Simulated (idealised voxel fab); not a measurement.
process module | voxel transistor to metal
cross-section cut | 195 nm wide | cells 5 nm
A cross-section is a grid of square cells, given in bands from the top down. A band is one or more rows of cells.
Each band's line starts with the height of the band's top and of its bottom, in nm. Then come its materials from left to right, each with its width in nm. One material with "throughout" fills the band from edge to edge. "air" is empty space.
Height 0 is the level under which the wafer as received is all one material. The lowest band goes on downwards, as in "0 down".
A width such as "30 to 40" changes by the same amount from each row of cells to the next, from the band's top row to its bottom row.
"no change" after a step means that no cell of the cross-section changed.
closed voids: empty space of 8 cells or more with no open way to the top, each as width x height at its distance from the left edge, in nm
after a step's settings: what the simulator itself notes on the step
overlay nm, on a step with a mask: how far to the right of its planned place the mask lay; to the left if negative
plan
1 op RECEIVE | material Si
2 op CONFORMAL_DEP | material SiO2 | thk nm 5
3 op CONFORMAL_DEP | material SiN | thk nm 10
4 op DIRECTIONAL_DEP | material aC | thk nm 10
5 op PATTERN | tone cover | mask id ACTIVE | material resist | width nm 115 | thk nm 25 | overlay nm 0
6 op DIRECTIONAL_ETCH | etch materials aC | depth nm 10
7 op STRIP | etch materials resist
8 op DIRECTIONAL_ETCH | etch materials SiN | depth nm 10
9 op DIRECTIONAL_ETCH | etch materials SiO2 | depth nm 5
10 op DIRECTIONAL_ETCH | etch materials Si | depth nm 25
11 op STRIP | etch materials aC
12 op FILL_DEP | material SiO2 | thk nm 5
13 op CMP | height nm 15
14 op SELECTIVE_ETCH | etch materials SiO2 | depth nm 10
15 op STRIP | etch materials SiN
16 op SELECTIVE_ETCH | etch materials SiO2 | depth nm 5
17 op OXIDIZE | depth nm 5
18 op DIRECTIONAL_DEP | material polySi | thk nm 25
19 op DIRECTIONAL_DEP | material SiCN | thk nm 15
20 op MASKED_ETCH | tone cover | mask id GATE | width nm 25 | etch materials SiCN | depth nm 25 | overlay nm 0
21 op MASKED_ETCH | tone cover | mask id GATE | width nm 25 | etch materials polySi | depth nm 35 | overlay nm 0
22 op CONFORMAL_DEP | material SiO2 | thk nm 5
23 op DIRECTIONAL_ETCH | etch materials SiO2 | depth nm 5
24 op CONFORMAL_DEP | material SiN | thk nm 10
25 op DIRECTIONAL_ETCH | etch materials SiN | depth nm 10
26 op DIRECTIONAL_ETCH | etch materials SiO2 | depth nm 5
27 op DIRECTIONAL_ETCH | etch materials Si | depth nm 5
28 op EPI | material SiGe | thk nm 10
29 op FILL_DEP | material SiO2 | thk nm 5
30 op CMP | height nm 25
31 op STRIP | etch materials polySi
32 op SELECTIVE_ETCH | etch materials SiO2 | depth nm 5
33 op CONFORMAL_DEP | material HfO2 | thk nm 5
34 op CONFORMAL_DEP | material TiN | thk nm 5
35 op FILL_DEP | material W | thk nm 5
36 op CMP | height nm 20
37 op DIRECTIONAL_DEP | material SiO2 | thk nm 10
38 op MASKED_ETCH | tone open | mask id CONTACT | width nm 20 | pitch nm 75 | etch materials SiO2 | depth nm 30 | overlay nm 0
39 op CONFORMAL_DEP | material TiN | thk nm 5
40 op FILL_DEP | material W | thk nm 5
41 op CMP | height nm 30
42 op CONFORMAL_DEP | material SiCN | thk nm 5
43 op DIRECTIONAL_DEP | material SiO2 | thk nm 15
44 op DIRECTIONAL_DEP | material aC | thk nm 15
45 op PATTERN | tone open | mask id METAL_1 | material resist | width nm 20 | pitch nm 75 | thk nm 30 | overlay nm 0
46 op DIRECTIONAL_ETCH | etch materials aC | depth nm 15
47 op STRIP | etch materials resist
48 op DIRECTIONAL_ETCH | etch materials SiO2 | depth nm 15
49 op DIRECTIONAL_ETCH | etch materials SiCN | depth nm 5
50 op STRIP | etch materials aC
51 op CONFORMAL_DEP | material TiN | thk nm 5
52 op FILL_DEP | material Ru | thk nm 5
53 op CMP | height nm 50
54 op CONFORMAL_DEP | material SiN | thk nm 5
as received, after step 1
  0 down: Si throughout
  closed voids: none
a wafer at the end: this start, this plan, one mistake
  55 to 50: SiN throughout
  50 to 35: SiO2 50 | TiN 5 | Ru 10 | TiN 5 | SiO2 55 | TiN 5 | Ru 10 | TiN 5 | SiO2 50
  35 to 30: SiCN 50 | TiN 20 | SiCN 55 | TiN 20 | SiCN 50
  30 to 25: W throughout
  25 to 20: TiN 55 | W 10 | TiN 65 | W 10 | TiN 55
  20 to 10: SiO2 50 | TiN 5 | W 10 | TiN 5 | SiO2 55 | TiN 5 | W 10 | TiN 5 | SiO2 50
  10 to 5: SiO2 50 | TiN 20 | SiN 10 | HfO2 5 | TiN 5 | W 15 | TiN 5 | HfO2 5 | SiN 10 | TiN 20 | SiO2 50
  5 to 0: SiO2 50 | TiN 10 | SiGe 10 | SiN 10 | HfO2 5 | TiN 25 | HfO2 5 | SiN 10 | SiGe 10 | TiN 10 | SiO2 50
  0 to -5: SiO2 35 | SiGe 35 | SiO2 10 | HfO2 35 | SiO2 10 | SiGe 35 | SiO2 35
  -5 to -10: SiO2 40 | SiGe 30 | Si 55 | SiGe 30 | SiO2 40
  -10 to -25: SiO2 40 | Si 115 | SiO2 40
  -25 down: Si throughout
  closed voids: none
what went wrong: step 36 ran as: op CMP | height nm 10
